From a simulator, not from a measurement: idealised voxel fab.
This section sets out a process module, namely voxel wiring stack.
Pictured: cross-section cut, 225 nm wide, on a grid of 5 nm square cells.
Cross-section, as written here: a square-cell grid given band by band from the top down, where a band holds one or more rows of cells. Quick guide to a band line: top height, bottom height (nm) up front; then every material left to right with its width in nm. Only one material and it's marked "full width"? Then it fills the band edge to edge. And "empty" just means empty space. Note: height 0 marks the level under which the wafer is uniformly one material as received. Lowest band unbounded below, written "z 0 and below". Read "30 to 40" as a graded width: first number on top, second number at the bottom, same change between each pair of neighbouring rows. "left unchanged" (step): cross-section cells unchanged, all of them. If an empty space has no open way to the top and is at least 8 cells in size, "Closed internal voids" lists it, written width x height at distance, where distance is measured from the left edge and every value is in nm. On each step's line, the part that comes after the settings is the simulator's own comment on the step. The optional step-line setting "overlay nm" applies to steps with a mask and quantifies how far to the right of its planned location the mask lay, a negative value indicating leftward placement. If you're wondering how to read the rest of this, here's the deal. It's pairs of cross-sections: one from before a process step, one from after it. The after one is only drawn as far down as the lowest band that changed. Right under each pair you'll see which step sits between them and what its settings were. Don't read the pairs as one continuous story, though. They can come from different runs of this module on the same starting wafer, and a pair only carries on from the one above it where its entry headed "Pre-step condition" says so.
# Pre-step condition
	z 150 to 135 = 30 nm lowk, then 25 nm empty, then 20 nm lowk, then 25 nm empty, then 20 nm lowk, then 25 nm empty, then 20 nm lowk, then 25 nm empty, then 35 nm lowk
	z 135 to 125 = 30 nm lowk, then 15 nm empty, then 30 nm lowk, then 15 nm empty, then 30 nm lowk, then 15 nm empty, then 30 nm lowk, then 15 nm empty, then 45 nm lowk
	z 125 to 120 = 30 nm SiCN, then 15 nm empty, then 30 nm SiCN, then 15 nm empty, then 30 nm SiCN, then 15 nm empty, then 30 nm SiCN, then 15 nm empty, then 45 nm SiCN
	z 120 to 115 = SiO2 full width
	z 115 to 110 = 25 nm SiO2, then 35 nm SiCN, then 10 nm SiO2, then 35 nm SiCN, then 10 nm SiO2, then 35 nm SiCN, then 10 nm SiO2, then 35 nm SiCN, then 30 nm SiO2
	z 110 to 100 = 25 nm SiO2, then 5 nm SiCN, then 25 nm W, then 5 nm SiCN, then 10 nm SiO2, then 5 nm SiCN, then 25 nm W, then 5 nm SiCN, then 10 nm SiO2, then 5 nm SiCN, then 25 nm W, then 5 nm SiCN, then 10 nm SiO2, then 5 nm SiCN, then 25 nm W, then 5 nm SiCN, then 30 nm SiO2
	z 100 to 95 = 30 nm SiCN, then 25 nm TiN, then 20 nm SiCN, then 25 nm TiN, then 20 nm SiCN, then 25 nm TiN, then 20 nm SiCN, then 25 nm TiN, then 35 nm SiCN
	z 95 to 80 = 30 nm SiO2, then 5 nm TiN, then 5 nm Cu, then 5 nm TiN, then 75 nm SiO2, then 5 nm TiN, then 5 nm Cu, then 5 nm TiN, then 90 nm SiO2
	z 80 to 75 = 30 nm SiCN, then 15 nm TiN, then 75 nm SiCN, then 15 nm TiN, then 90 nm SiCN
	z 75 to 65 = 30 nm lowk, then 5 nm TiN, then 15 nm Cu, then 5 nm TiN, then 20 nm lowk, then 5 nm TiN, then 15 nm Cu, then 5 nm TiN, then 20 nm lowk, then 5 nm TiN, then 15 nm Cu, then 5 nm TiN, then 20 nm lowk, then 5 nm TiN, then 15 nm Cu, then 5 nm TiN, then 35 nm lowk
	z 65 to 60 = 30 nm lowk, then 5 nm TiN, then 5 nm Cu, then 15 nm TiN, then 20 nm lowk, then 5 nm TiN, then 5 nm Cu, then 15 nm TiN, then 20 nm lowk, then 5 nm TiN, then 5 nm Cu, then 15 nm TiN, then 20 nm lowk, then 5 nm TiN, then 5 nm Cu, then 15 nm TiN, then 35 nm lowk
	z 60 to 50 = 30 nm lowk, then 5 nm TiN, then 5 nm Cu, then 5 nm TiN, then 30 nm lowk, then 5 nm TiN, then 5 nm Cu, then 5 nm TiN, then 30 nm lowk, then 5 nm TiN, then 5 nm Cu, then 5 nm TiN, then 30 nm lowk, then 5 nm TiN, then 5 nm Cu, then 5 nm TiN, then 45 nm lowk
	z 50 to 45 = 30 nm SiCN, then 15 nm TiN, then 30 nm SiCN, then 15 nm TiN, then 30 nm SiCN, then 15 nm TiN, then 30 nm SiCN, then 15 nm TiN, then 45 nm SiCN
	z 45 to 20 = 30 nm SiO2, then 5 nm TiN, then 15 nm W, then 5 nm TiN, then 20 nm SiO2, then 5 nm TiN, then 15 nm W, then 5 nm TiN, then 20 nm SiO2, then 5 nm TiN, then 15 nm W, then 5 nm TiN, then 20 nm SiO2, then 5 nm TiN, then 15 nm W, then 5 nm TiN, then 35 nm SiO2
	z 20 to 15 = 30 nm SiCN, then 25 nm TiN, then 20 nm SiCN, then 25 nm TiN, then 20 nm SiCN, then 25 nm TiN, then 20 nm SiCN, then 25 nm TiN, then 35 nm SiCN
	z 15 to 0 = SiO2 full width
	z 0 and below = Si full width
	Closed internal voids: none
# Cross-Section Thereafter
	z 155 to 150 = 35 nm TiN, then 15 nm empty, then 30 nm TiN, then 15 nm empty, then 30 nm TiN, then 15 nm empty, then 30 nm TiN, then 15 nm empty, then 40 nm TiN
	z 150 to 140 = 30 nm lowk, then 5 nm TiN, then 15 nm empty, then 5 nm TiN, then 20 nm lowk, then 5 nm TiN, then 15 nm empty, then 5 nm TiN, then 20 nm lowk, then 5 nm TiN, then 15 nm empty, then 5 nm TiN, then 20 nm lowk, then 5 nm TiN, then 15 nm empty, then 5 nm TiN, then 35 nm lowk
	z 140 to 135 = 30 nm lowk, then 5 nm TiN, then 5 nm empty, then 15 nm TiN, then 20 nm lowk, then 5 nm TiN, then 5 nm empty, then 15 nm TiN, then 20 nm lowk, then 5 nm TiN, then 5 nm empty, then 15 nm TiN, then 20 nm lowk, then 5 nm TiN, then 5 nm empty, then 15 nm TiN, then 35 nm lowk
	z 135 to 125 = 30 nm lowk, then 5 nm TiN, then 5 nm empty, then 5 nm TiN, then 30 nm lowk, then 5 nm TiN, then 5 nm empty, then 5 nm TiN, then 30 nm lowk, then 5 nm TiN, then 5 nm empty, then 5 nm TiN, then 30 nm lowk, then 5 nm TiN, then 5 nm empty, then 5 nm TiN, then 45 nm lowk
	z 125 to 120 = 30 nm SiCN, then 15 nm TiN, then 30 nm SiCN, then 15 nm TiN, then 30 nm SiCN, then 15 nm TiN, then 30 nm SiCN, then 15 nm TiN, then 45 nm SiCN
	Below 120, the layers are the same as they were.
	Closed internal voids: none
The before and after cross-sections above are linked by CONFORMAL_DEP, material TiN, thk nm 5
Pre-step condition: It is represented by the cross-section appearing after the step of the pair directly above.
# Cross-Section Thereafter
	z 165 to 155 = Ru full width
	z 155 to 150 = 35 nm TiN, then 15 nm Ru, then 30 nm TiN, then 15 nm Ru, then 30 nm TiN, then 15 nm Ru, then 30 nm TiN, then 15 nm Ru, then 40 nm TiN
	z 150 to 140 = 30 nm lowk, then 5 nm TiN, then 15 nm Ru, then 5 nm TiN, then 20 nm lowk, then 5 nm TiN, then 15 nm Ru, then 5 nm TiN, then 20 nm lowk, then 5 nm TiN, then 15 nm Ru, then 5 nm TiN, then 20 nm lowk, then 5 nm TiN, then 15 nm Ru, then 5 nm TiN, then 35 nm lowk
	z 140 to 135 = 30 nm lowk, then 5 nm TiN, then 5 nm Ru, then 15 nm TiN, then 20 nm lowk, then 5 nm TiN, then 5 nm Ru, then 15 nm TiN, then 20 nm lowk, then 5 nm TiN, then 5 nm Ru, then 15 nm TiN, then 20 nm lowk, then 5 nm TiN, then 5 nm Ru, then 15 nm TiN, then 35 nm lowk
	z 135 to 125 = 30 nm lowk, then 5 nm TiN, then 5 nm Ru, then 5 nm TiN, then 30 nm lowk, then 5 nm TiN, then 5 nm Ru, then 5 nm TiN, then 30 nm lowk, then 5 nm TiN, then 5 nm Ru, then 5 nm TiN, then 30 nm lowk, then 5 nm TiN, then 5 nm Ru, then 5 nm TiN, then 45 nm lowk
	Below 125, the layers are the same as they were.
	Closed internal voids: none
The before and after cross-sections above are linked by FILL_DEP, material Ru, thk nm 10
Pre-step condition: It is represented by the cross-section appearing after the step of the pair directly above.
# Cross-Section Thereafter
	z 150 to 140 = 30 nm lowk, then 5 nm TiN, then 15 nm Ru, then 5 nm TiN, then 20 nm lowk, then 5 nm TiN, then 15 nm Ru, then 5 nm TiN, then 20 nm lowk, then 5 nm TiN, then 15 nm Ru, then 5 nm TiN, then 20 nm lowk, then 5 nm TiN, then 15 nm Ru, then 5 nm TiN, then 35 nm lowk
	Below 140, the layers are the same as they were.
	Closed internal voids: none
The before and after cross-sections above are linked by CMP, height nm 150
Pre-step condition: It is represented by the cross-section appearing after the step of the pair directly above.
# Cross-Section Thereafter
	z 155 to 150 = SiCN full width
	Below 150, the layers are the same as they were.
	Closed internal voids: none
The before and after cross-sections above are linked by CONFORMAL_DEP, material SiCN, thk nm 5
# Pre-step condition
	z 95 to 80 = SiO2 full width
	z 80 to 75 = SiCN full width
	z 75 to 65 = 30 nm lowk, then 5 nm TiN, then 15 nm Cu, then 5 nm TiN, then 20 nm lowk, then 5 nm TiN, then 15 nm Cu, then 5 nm TiN, then 20 nm lowk, then 5 nm TiN, then 15 nm Cu, then 5 nm TiN, then 20 nm lowk, then 5 nm TiN, then 15 nm Cu, then 5 nm TiN, then 35 nm lowk
	z 65 to 60 = 30 nm lowk, then 5 nm TiN, then 5 nm Cu, then 15 nm TiN, then 20 nm lowk, then 5 nm TiN, then 5 nm Cu, then 15 nm TiN, then 20 nm lowk, then 5 nm TiN, then 5 nm Cu, then 15 nm TiN, then 20 nm lowk, then 5 nm TiN, then 5 nm Cu, then 15 nm TiN, then 35 nm lowk
	z 60 to 50 = 30 nm lowk, then 5 nm TiN, then 5 nm Cu, then 5 nm TiN, then 30 nm lowk, then 5 nm TiN, then 5 nm Cu, then 5 nm TiN, then 30 nm lowk, then 5 nm TiN, then 5 nm Cu, then 5 nm TiN, then 30 nm lowk, then 5 nm TiN, then 5 nm Cu, then 5 nm TiN, then 45 nm lowk
	z 50 to 45 = 30 nm SiCN, then 15 nm TiN, then 30 nm SiCN, then 15 nm TiN, then 30 nm SiCN, then 15 nm TiN, then 30 nm SiCN, then 15 nm TiN, then 45 nm SiCN
	z 45 to 20 = 30 nm SiO2, then 5 nm TiN, then 15 nm W, then 5 nm TiN, then 20 nm SiO2, then 5 nm TiN, then 15 nm W, then 5 nm TiN, then 20 nm SiO2, then 5 nm TiN, then 15 nm W, then 5 nm TiN, then 20 nm SiO2, then 5 nm TiN, then 15 nm W, then 5 nm TiN, then 35 nm SiO2
	z 20 to 15 = 30 nm SiCN, then 25 nm TiN, then 20 nm SiCN, then 25 nm TiN, then 20 nm SiCN, then 25 nm TiN, then 20 nm SiCN, then 25 nm TiN, then 35 nm SiCN
	z 15 to 0 = SiO2 full width
	z 0 and below = Si full width
	Closed internal voids: none
# Cross-Section Thereafter
	z 110 to 95 = 30 nm resist, then 20 nm empty, then 70 nm resist, then 20 nm empty, then 85 nm resist
	Below 95, the layers are the same as they were.
	Closed internal voids: none
The before and after cross-sections above are linked by PATTERN, tone open, mask id PLUG_2, material resist, width nm 20, pitch nm 90, thk nm 15, overlay nm 0
Pre-step condition: It is represented by the cross-section appearing after the step of the pair directly above.
# Cross-Section Thereafter
	z 110 to 95 = 30 nm resist, then 20 nm empty, then 70 nm resist, then 20 nm empty, then 85 nm resist
	z 95 to 80 = 30 nm SiO2, then 20 nm empty, then 70 nm SiO2, then 20 nm empty, then 85 nm SiO2
	Below 80, the layers are the same as they were.
	Closed internal voids: none
The before and after cross-sections above are linked by DIRECTIONAL_ETCH, etch materials SiO2, depth nm 15
Pre-step condition: It is represented by the cross-section appearing after the step of the pair directly above.
# Cross-Section Thereafter
	z 110 to 95 = 30 nm resist, then 20 nm empty, then 70 nm resist, then 20 nm empty, then 85 nm resist
	z 95 to 80 = 30 nm SiO2, then 20 nm empty, then 70 nm SiO2, then 20 nm empty, then 85 nm SiO2
	z 80 to 75 = 30 nm SiCN, then 20 nm empty, then 70 nm SiCN, then 20 nm empty, then 85 nm SiCN
	Below 75, the layers are the same as they were.
	Closed internal voids: none
The before and after cross-sections above are linked by DIRECTIONAL_ETCH, etch materials SiCN, depth nm 5
Pre-step condition: It is represented by the cross-section appearing after the step of the pair directly above.
# Cross-Section Thereafter
	z 95 to 80 = 30 nm SiO2, then 20 nm empty, then 70 nm SiO2, then 20 nm empty, then 85 nm SiO2
	Below 80, the layers are the same as they were.
	Closed internal voids: none
The before and after cross-sections above are linked by STRIP, etch materials resist
Pre-step condition: It is represented by the cross-section appearing after the step of the pair directly above.
# Cross-Section Thereafter
	z 100 to 95 = 35 nm TiN, then 10 nm empty, then 80 nm TiN, then 10 nm empty, then 90 nm TiN
	z 95 to 80 = 30 nm SiO2, then 5 nm TiN, then 10 nm empty, then 5 nm TiN, then 70 nm SiO2, then 5 nm TiN, then 10 nm empty, then 5 nm TiN, then 85 nm SiO2
	z 80 to 75 = 30 nm SiCN, then 20 nm TiN, then 70 nm SiCN, then 20 nm TiN, then 85 nm SiCN
	Below 75, the layers are the same as they were.
	Closed internal voids: none
The before and after cross-sections above are linked by CONFORMAL_DEP, material TiN, thk nm 5
Pre-step condition: It is represented by the cross-section appearing after the step of the pair directly above.
# Cross-Section Thereafter
	z 105 to 100 = Cu full width
	z 100 to 95 = 35 nm TiN, then 10 nm Cu, then 80 nm TiN, then 10 nm Cu, then 90 nm TiN
	z 95 to 80 = 30 nm SiO2, then 5 nm TiN, then 10 nm Cu, then 5 nm TiN, then 70 nm SiO2, then 5 nm TiN, then 10 nm Cu, then 5 nm TiN, then 85 nm SiO2
	Below 80, the layers are the same as they were.
	Closed internal voids: none
The before and after cross-sections above are linked by FILL_DEP, material Cu, thk nm 5
Pre-step condition: It is represented by the cross-section appearing after the step of the pair directly above.
# Cross-Section Thereafter
	z 95 to 80 = 30 nm SiO2, then 5 nm TiN, then 10 nm Cu, then 5 nm TiN, then 70 nm SiO2, then 5 nm TiN, then 10 nm Cu, then 5 nm TiN, then 85 nm SiO2
	Below 80, the layers are the same as they were.
	Closed internal voids: none
The before and after cross-sections above are linked by CMP, height nm 95
Pre-step condition: It is represented by the cross-section appearing after the step of the pair directly above.
# Cross-Section Thereafter
	z 100 to 95 = TiN full width
	Below 95, the layers are the same as they were.
	Closed internal voids: none
The before and after cross-sections above are linked by DIRECTIONAL_DEP, material TiN, thk nm 5
Pre-step condition: It is represented by the cross-section appearing after the step of the pair directly above.
# Cross-Section Thereafter
	z 120 to 100 = W full width
	Below 100, the layers are the same as they were.
	Closed internal voids: none
The before and after cross-sections above are linked by DIRECTIONAL_DEP, material W, thk nm 20
Pre-step condition: It is represented by the cross-section appearing after the step of the pair directly above.
# Cross-Section Thereafter
	z 130 to 120 = aC full width
	Below 120, the layers are the same as they were.
	Closed internal voids: none
The before and after cross-sections above are linked by DIRECTIONAL_DEP, material aC, thk nm 10
Pre-step condition: It is represented by the cross-section appearing after the step of the pair directly above.
# Cross-Section Thereafter
	z 155 to 130 = 30 nm empty, then 25 nm resist, then 20 nm empty, then 25 nm resist, then 20 nm empty, then 25 nm resist, then 20 nm empty, then 25 nm resist, then 35 nm empty
	Below 130, the layers are the same as they were.
	Closed internal voids: none
The before and after cross-sections above are linked by PATTERN, tone cover, mask id METAL_3, material resist, width nm 25, pitch nm 45, thk nm 25, overlay nm 0
Pre-step condition: It is represented by the cross-section appearing after the step of the pair directly above.
# Cross-Section Thereafter
	z 145 to 130 = 30 nm empty, then 25 nm resist, then 20 nm empty, then 25 nm resist, then 20 nm empty, then 25 nm resist, then 20 nm empty, then 25 nm resist, then 35 nm empty
	z 130 to 120 = 30 nm empty, then 25 nm aC, then 20 nm empty, then 25 nm aC, then 20 nm empty, then 25 nm aC, then 20 nm empty, then 25 nm aC, then 35 nm empty
	Below 120, the layers are the same as they were.
	Closed internal voids: none
The before and after cross-sections above are linked by DIRECTIONAL_ETCH, etch materials aC, depth nm 10
Pre-step condition: It is represented by the cross-section appearing after the step of the pair directly above.
# Cross-Section Thereafter
	z 130 to 120 = 30 nm empty, then 25 nm aC, then 20 nm empty, then 25 nm aC, then 20 nm empty, then 25 nm aC, then 20 nm empty, then 25 nm aC, then 35 nm empty
	Below 120, the layers are the same as they were.
	Closed internal voids: none
The before and after cross-sections above are linked by STRIP, etch materials resist
Pre-step condition: It is represented by the cross-section appearing after the step of the pair directly above.
# Cross-Section Thereafter
	z 130 to 120 = 30 nm empty, then 25 nm aC, then 20 nm empty, then 25 nm aC, then 20 nm empty, then 25 nm aC, then 20 nm empty, then 25 nm aC, then 35 nm empty
	z 120 to 100 = 30 nm empty, then 25 nm W, then 20 nm empty, then 25 nm W, then 20 nm empty, then 25 nm W, then 20 nm empty, then 25 nm W, then 35 nm empty
	Below 100, the layers are the same as they were.
	Closed internal voids: none
The before and after cross-sections above are linked by DIRECTIONAL_ETCH, etch materials W, depth nm 20
Pre-step condition: It is represented by the cross-section appearing after the step of the pair directly above.
# Cross-Section Thereafter
	z 130 to 120 = 30 nm empty, then 25 nm aC, then 20 nm empty, then 25 nm aC, then 20 nm empty, then 25 nm aC, then 20 nm empty, then 25 nm aC, then 35 nm empty
	z 120 to 100 = 30 nm empty, then 25 nm W, then 20 nm empty, then 25 nm W, then 20 nm empty, then 25 nm W, then 20 nm empty, then 25 nm W, then 35 nm empty
	z 100 to 95 = 30 nm empty, then 25 nm TiN, then 20 nm empty, then 25 nm TiN, then 20 nm empty, then 25 nm TiN, then 20 nm empty, then 25 nm TiN, then 35 nm empty
	Below 95, the layers are the same as they were.
	Closed internal voids: none
The before and after cross-sections above are linked by DIRECTIONAL_ETCH, etch materials TiN, depth nm 5
Pre-step condition: It is represented by the cross-section appearing after the step of the pair directly above.
# Cross-Section Thereafter
	z 120 to 100 = 30 nm empty, then 25 nm W, then 20 nm empty, then 25 nm W, then 20 nm empty, then 25 nm W, then 20 nm empty, then 25 nm W, then 35 nm empty
	Below 100, the layers are the same as they were.
	Closed internal voids: none
The before and after cross-sections above are linked by STRIP, etch materials aC
Pre-step condition: It is represented by the cross-section appearing after the step of the pair directly above.
# Cross-Section Thereafter
	z 125 to 120 = 25 nm empty, then 35 nm SiCN, then 10 nm empty, then 35 nm SiCN, then 10 nm empty, then 35 nm SiCN, then 10 nm empty, then 35 nm SiCN, then 30 nm empty
	z 120 to 100 = 25 nm empty, then 5 nm SiCN, then 25 nm W, then 5 nm SiCN, then 10 nm empty, then 5 nm SiCN, then 25 nm W, then 5 nm SiCN, then 10 nm empty, then 5 nm SiCN, then 25 nm W, then 5 nm SiCN, then 10 nm empty, then 5 nm SiCN, then 25 nm W, then 5 nm SiCN, then 30 nm empty
	z 100 to 95 = 30 nm SiCN, then 25 nm TiN, then 20 nm SiCN, then 25 nm TiN, then 20 nm SiCN, then 25 nm TiN, then 20 nm SiCN, then 25 nm TiN, then 35 nm SiCN
	Below 95, the layers are the same as they were.
	Closed internal voids: none
The before and after cross-sections above are linked by CONFORMAL_DEP, material SiCN, thk nm 5
Pre-step condition: It is represented by the cross-section appearing after the step of the pair directly above.
# Cross-Section Thereafter
	z 135 to 125 = SiO2 full width
	z 125 to 120 = 25 nm SiO2, then 35 nm SiCN, then 10 nm SiO2, then 35 nm SiCN, then 10 nm SiO2, then 35 nm SiCN, then 10 nm SiO2, then 35 nm SiCN, then 30 nm SiO2
	z 120 to 100 = 25 nm SiO2, then 5 nm SiCN, then 25 nm W, then 5 nm SiCN, then 10 nm SiO2, then 5 nm SiCN, then 25 nm W, then 5 nm SiCN, then 10 nm SiO2, then 5 nm SiCN, then 25 nm W, then 5 nm SiCN, then 10 nm SiO2, then 5 nm SiCN, then 25 nm W, then 5 nm SiCN, then 30 nm SiO2
	Below 100, the layers are the same as they were.
	Closed internal voids: none
The before and after cross-sections above are linked by FILL_DEP, material SiO2, thk nm 10
Pre-step condition: It is represented by the cross-section appearing after the step of the pair directly above.
# Cross-Section Thereafter
	z 120 to 100 = 25 nm SiO2, then 5 nm SiCN, then 25 nm W, then 5 nm SiCN, then 10 nm SiO2, then 5 nm SiCN, then 25 nm W, then 5 nm SiCN, then 10 nm SiO2, then 5 nm SiCN, then 25 nm W, then 5 nm SiCN, then 10 nm SiO2, then 5 nm SiCN, then 25 nm W, then 5 nm SiCN, then 30 nm SiO2
	Below 100, the layers are the same as they were.
	Closed internal voids: none
The before and after cross-sections above are linked by CMP, height nm 120
Pre-step condition: It is represented by the cross-section appearing after the step of the pair directly above.
# Cross-Section Thereafter
	z 125 to 120 = SiCN full width
	Below 120, the layers are the same as they were.
	Closed internal voids: none
The before and after cross-sections above are linked by CONFORMAL_DEP, material SiCN, thk nm 5
Pre-step condition: It is represented by the cross-section appearing after the step of the pair directly above.
# Cross-Section Thereafter
	z 150 to 125 = lowk full width
	Below 125, the layers are the same as they were.
	Closed internal voids: none
The before and after cross-sections above are linked by DIRECTIONAL_DEP, material lowk, thk nm 25
Pre-step condition: It is represented by the cross-section appearing after the step of the pair directly above.
# Cross-Section Thereafter
	z 165 to 150 = 30 nm resist, then 25 nm empty, then 20 nm resist, then 25 nm empty, then 20 nm resist, then 25 nm empty, then 20 nm resist, then 25 nm empty, then 35 nm resist
	Below 150, the layers are the same as they were.
	Closed internal voids: none
The before and after cross-sections above are linked by PATTERN, tone open, mask id METAL_4, material resist, width nm 25, pitch nm 45, thk nm 15, overlay nm 0
Pre-step condition: It is represented by the cross-section appearing after the step of the pair directly above.
# Cross-Section Thereafter
	z 165 to 150 = 30 nm resist, then 25 nm empty, then 20 nm resist, then 25 nm empty, then 20 nm resist, then 25 nm empty, then 20 nm resist, then 25 nm empty, then 35 nm resist
	z 150 to 135 = 30 nm lowk, then 25 nm empty, then 20 nm lowk, then 25 nm empty, then 20 nm lowk, then 25 nm empty, then 20 nm lowk, then 25 nm empty, then 35 nm lowk
	Below 135, the layers are the same as they were.
	Closed internal voids: none
The before and after cross-sections above are linked by DIRECTIONAL_ETCH, etch materials lowk, depth nm 15
Pre-step condition: It is represented by the cross-section appearing after the step of the pair directly above.
# Cross-Section Thereafter
	z 150 to 135 = 30 nm lowk, then 25 nm empty, then 20 nm lowk, then 25 nm empty, then 20 nm lowk, then 25 nm empty, then 20 nm lowk, then 25 nm empty, then 35 nm lowk
	Below 135, the layers are the same as they were.
	Closed internal voids: none
The before and after cross-sections above are linked by STRIP, etch materials resist
Pre-step condition: It is represented by the cross-section appearing after the step of the pair directly above.
# Cross-Section Thereafter
	z 160 to 150 = 30 nm aC, then 25 nm empty, then 20 nm aC, then 25 nm empty, then 20 nm aC, then 25 nm empty, then 20 nm aC, then 25 nm empty, then 35 nm aC
	z 150 to 145 = 30 nm lowk, then 25 nm empty, then 20 nm lowk, then 25 nm empty, then 20 nm lowk, then 25 nm empty, then 20 nm lowk, then 25 nm empty, then 35 nm lowk
	z 145 to 135 = 30 nm lowk, then 25 nm aC, then 20 nm lowk, then 25 nm aC, then 20 nm lowk, then 25 nm aC, then 20 nm lowk, then 25 nm aC, then 35 nm lowk
	Below 135, the layers are the same as they were.
	Closed internal voids: none
The before and after cross-sections above are linked by DIRECTIONAL_DEP, material aC, thk nm 10
Pre-step condition: It is represented by the cross-section appearing after the step of the pair directly above.
# Cross-Section Thereafter
	z 190 to 160 = 30 nm resist, then 15 nm empty, then 30 nm resist, then 15 nm empty, then 30 nm resist, then 15 nm empty, then 30 nm resist, then 15 nm empty, then 45 nm resist
	z 160 to 150 = 30 nm aC, then 15 nm empty, then 10 nm resist, then 20 nm aC, then 15 nm empty, then 10 nm resist, then 20 nm aC, then 15 nm empty, then 10 nm resist, then 20 nm aC, then 15 nm empty, then 10 nm resist, then 35 nm aC
	z 150 to 145 = 30 nm lowk, then 15 nm empty, then 10 nm resist, then 20 nm lowk, then 15 nm empty, then 10 nm resist, then 20 nm lowk, then 15 nm empty, then 10 nm resist, then 20 nm lowk, then 15 nm empty, then 10 nm resist, then 35 nm lowk
	Below 145, the layers are the same as they were.
	Closed internal voids: none
The before and after cross-sections above are linked by PATTERN, tone open, mask id METAL_4_HOLES, material resist, width nm 15, pitch nm 45, thk nm 30, overlay nm 0
Pre-step condition: It is represented by the cross-section appearing after the step of the pair directly above.
# Cross-Section Thereafter
	z 180 to 160 = 30 nm resist, then 15 nm empty, then 30 nm resist, then 15 nm empty, then 30 nm resist, then 15 nm empty, then 30 nm resist, then 15 nm empty, then 45 nm resist
	z 160 to 150 = 30 nm aC, then 15 nm empty, then 10 nm resist, then 20 nm aC, then 15 nm empty, then 10 nm resist, then 20 nm aC, then 15 nm empty, then 10 nm resist, then 20 nm aC, then 15 nm empty, then 10 nm resist, then 35 nm aC
	z 150 to 145 = 30 nm lowk, then 15 nm empty, then 10 nm resist, then 20 nm lowk, then 15 nm empty, then 10 nm resist, then 20 nm lowk, then 15 nm empty, then 10 nm resist, then 20 nm lowk, then 15 nm empty, then 10 nm resist, then 35 nm lowk
	z 145 to 135 = 30 nm lowk, then 15 nm empty, then 10 nm aC, then 20 nm lowk, then 15 nm empty, then 10 nm aC, then 20 nm lowk, then 15 nm empty, then 10 nm aC, then 20 nm lowk, then 15 nm empty, then 10 nm aC, then 35 nm lowk
	Below 135, the layers are the same as they were.
	Closed internal voids: none
The before and after cross-sections above are linked by DIRECTIONAL_ETCH, etch materials aC, depth nm 10
Pre-step condition: It is represented by the cross-section appearing after the step of the pair directly above.
# Cross-Section Thereafter
	z 160 to 150 = 30 nm aC, then 25 nm empty, then 20 nm aC, then 25 nm empty, then 20 nm aC, then 25 nm empty, then 20 nm aC, then 25 nm empty, then 35 nm aC
	z 150 to 145 = 30 nm lowk, then 25 nm empty, then 20 nm lowk, then 25 nm empty, then 20 nm lowk, then 25 nm empty, then 20 nm lowk, then 25 nm empty, then 35 nm lowk
	Below 145, the layers are the same as they were.
	Closed internal voids: none
The before and after cross-sections above are linked by STRIP, etch materials resist
Pre-step condition: It is represented by the cross-section appearing after the step of the pair directly above.
# Cross-Section Thereafter
	z 160 to 150 = 30 nm aC, then 25 nm empty, then 20 nm aC, then 25 nm empty, then 20 nm aC, then 25 nm empty, then 20 nm aC, then 25 nm empty, then 35 nm aC
	z 150 to 145 = 30 nm lowk, then 25 nm empty, then 20 nm lowk, then 25 nm empty, then 20 nm lowk, then 25 nm empty, then 20 nm lowk, then 25 nm empty, then 35 nm lowk
	z 145 to 135 = 30 nm lowk, then 15 nm empty, then 10 nm aC, then 20 nm lowk, then 15 nm empty, then 10 nm aC, then 20 nm lowk, then 15 nm empty, then 10 nm aC, then 20 nm lowk, then 15 nm empty, then 10 nm aC, then 35 nm lowk
	z 135 to 125 = 30 nm lowk, then 15 nm empty, then 30 nm lowk, then 15 nm empty, then 30 nm lowk, then 15 nm empty, then 30 nm lowk, then 15 nm empty, then 45 nm lowk
	Below 125, the layers are the same as they were.
	Closed internal voids: none
The before and after cross-sections above are linked by DIRECTIONAL_ETCH, etch materials lowk, depth nm 10
Pre-step condition: It is represented by the cross-section appearing after the step of the pair directly above.
# Cross-Section Thereafter
	z 160 to 150 = 30 nm aC, then 25 nm empty, then 20 nm aC, then 25 nm empty, then 20 nm aC, then 25 nm empty, then 20 nm aC, then 25 nm empty, then 35 nm aC
	z 150 to 145 = 30 nm lowk, then 25 nm empty, then 20 nm lowk, then 25 nm empty, then 20 nm lowk, then 25 nm empty, then 20 nm lowk, then 25 nm empty, then 35 nm lowk
	z 145 to 135 = 30 nm lowk, then 15 nm empty, then 10 nm aC, then 20 nm lowk, then 15 nm empty, then 10 nm aC, then 20 nm lowk, then 15 nm empty, then 10 nm aC, then 20 nm lowk, then 15 nm empty, then 10 nm aC, then 35 nm lowk
	z 135 to 125 = 30 nm lowk, then 15 nm empty, then 30 nm lowk, then 15 nm empty, then 30 nm lowk, then 15 nm empty, then 30 nm lowk, then 15 nm empty, then 45 nm lowk
	z 125 to 120 = 30 nm SiCN, then 15 nm empty, then 30 nm SiCN, then 15 nm empty, then 30 nm SiCN, then 15 nm empty, then 30 nm SiCN, then 15 nm empty, then 45 nm SiCN
	Below 120, the layers are the same as they were.
	Closed internal voids: none
The before and after cross-sections above are linked by DIRECTIONAL_ETCH, etch materials SiCN, depth nm 5
Pre-step condition: It is represented by the cross-section appearing after the step of the pair directly above.
# Cross-Section Thereafter
	z 150 to 135 = 30 nm lowk, then 25 nm empty, then 20 nm lowk, then 25 nm empty, then 20 nm lowk, then 25 nm empty, then 20 nm lowk, then 25 nm empty, then 35 nm lowk
	Below 135, the layers are the same as they were.
	Closed internal voids: none
The before and after cross-sections above are linked by STRIP, etch materials aC
Pre-step condition: It is represented by the cross-section appearing after the step of the pair directly above.
# Cross-Section Thereafter
	z 155 to 150 = 35 nm TiN, then 15 nm empty, then 30 nm TiN, then 15 nm empty, then 30 nm TiN, then 15 nm empty, then 30 nm TiN, then 15 nm empty, then 40 nm TiN
	z 150 to 140 = 30 nm lowk, then 5 nm TiN, then 15 nm empty, then 5 nm TiN, then 20 nm lowk, then 5 nm TiN, then 15 nm empty, then 5 nm TiN, then 20 nm lowk, then 5 nm TiN, then 15 nm empty, then 5 nm TiN, then 20 nm lowk, then 5 nm TiN, then 15 nm empty, then 5 nm TiN, then 35 nm lowk
	z 140 to 135 = 30 nm lowk, then 5 nm TiN, then 5 nm empty, then 15 nm TiN, then 20 nm lowk, then 5 nm TiN, then 5 nm empty, then 15 nm TiN, then 20 nm lowk, then 5 nm TiN, then 5 nm empty, then 15 nm TiN, then 20 nm lowk, then 5 nm TiN, then 5 nm empty, then 15 nm TiN, then 35 nm lowk
	z 135 to 125 = 30 nm lowk, then 5 nm TiN, then 5 nm empty, then 5 nm TiN, then 30 nm lowk, then 5 nm TiN, then 5 nm empty, then 5 nm TiN, then 30 nm lowk, then 5 nm TiN, then 5 nm empty, then 5 nm TiN, then 30 nm lowk, then 5 nm TiN, then 5 nm empty, then 5 nm TiN, then 45 nm lowk
	z 125 to 120 = 30 nm SiCN, then 15 nm TiN, then 30 nm SiCN, then 15 nm TiN, then 30 nm SiCN, then 15 nm TiN, then 30 nm SiCN, then 15 nm TiN, then 45 nm SiCN
	Below 120, the layers are the same as they were.
	Closed internal voids: none
The before and after cross-sections above are linked by CONFORMAL_DEP, material TiN, thk nm 5
